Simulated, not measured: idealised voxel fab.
The document below concerns the process module designated voxel fin reveal.
Xsec cut, 150 nm wide, square cell size 5 nm.
How to read a cross-section here: the picture is a grid of square cells, written as bands going from the top down, and any band can span one or more rows of cells.
In this notation a band is specified by the heights of its top and bottom, in that order and in nm, after which its materials appear from left to right, each paired with its width in nm. The word "edge to edge" attached to a single material means that material fills the band from edge to edge; the word "empty" stands for empty space.
Zero point of the height axis is 0; under it, received wafer = one material. Lowest band: continues down indefinitely, "from 0 down".
The width entry "30..40" should be interpreted row by row: the top row of cells in the band takes the first number, the bottom row takes the second number, and the change between adjacent rows is uniform throughout.
It should be understood that the words "no modification", when stated for a given step, signify that the cross-section underwent no change in any of its cells during that step.
The label "Enclosed internal voids" introduces a list of the empty spaces, 8 cells or larger, that have no open way up to the top; each entry in it reads width x height at distance, where the distance is taken from the left edge and all three are stated in nm.
Step line, after settings: the simulator's comment on this step.
Steps that use a mask can have "overlay nm" on their line. It says how far the mask sat to the right of where it was meant to be. Negative means to the left.

### Listed below are the process steps as planned
1 RECEIVE with material Si
2 CONFORMAL_DEP with material SiN, thk nm 10
3 MASKED_ETCH with tone cover, mask id FINS, width nm 15, pitch nm 45, etch materials SiN, depth nm 10, overlay nm 0
4 MASKED_ETCH with tone cover, mask id FINS, width nm 15, pitch nm 45, etch materials Si, depth nm 30, overlay nm 0
5 OXIDIZE with depth nm 5
6 FILL_DEP with material SiO2, thk nm 5
7 CMP with height nm 10
8 SELECTIVE_ETCH with etch materials SiO2, depth nm 30
9 STRIP with etch materials SiN

### Cross-section of the wafer upon arrival, representing the state reached after step 1
* from 0 down  Si edge to edge
* Enclosed internal voids: none

### First of two wafers, end-of-module section, run followed plan
* from 0 to -20  empty=50, then Si=5, then empty=40, then Si=5, then empty=50
* from -20 to -35  SiO2=50, then Si=5, then SiO2=40, then Si=5, then SiO2=50
* from -35 down  Si edge to edge
* Enclosed internal voids: none

### Second of two wafers, module complete, sectioned: it shares the first wafer's start and plan but was run with one mistake
* from 0 to -20  empty=50, then Si=5, then empty=40, then Si=5, then empty=50
* from -20 to -30  SiO2=15, then empty=35, then Si=5, then empty=40, then Si=5, then empty=35, then SiO2=15
* from -30 to -35  SiO2=50, then Si=5, then SiO2=40, then Si=5, then SiO2=50
* from -35 down  Si edge to edge
* Enclosed internal voids: none
Against the plan, the run slipped here: sequence error: steps 8 and 9 interchanged
Per the end-of-run cell counts, the second wafer holds more or fewer of some materials than the first: SiO2: 44 fewer
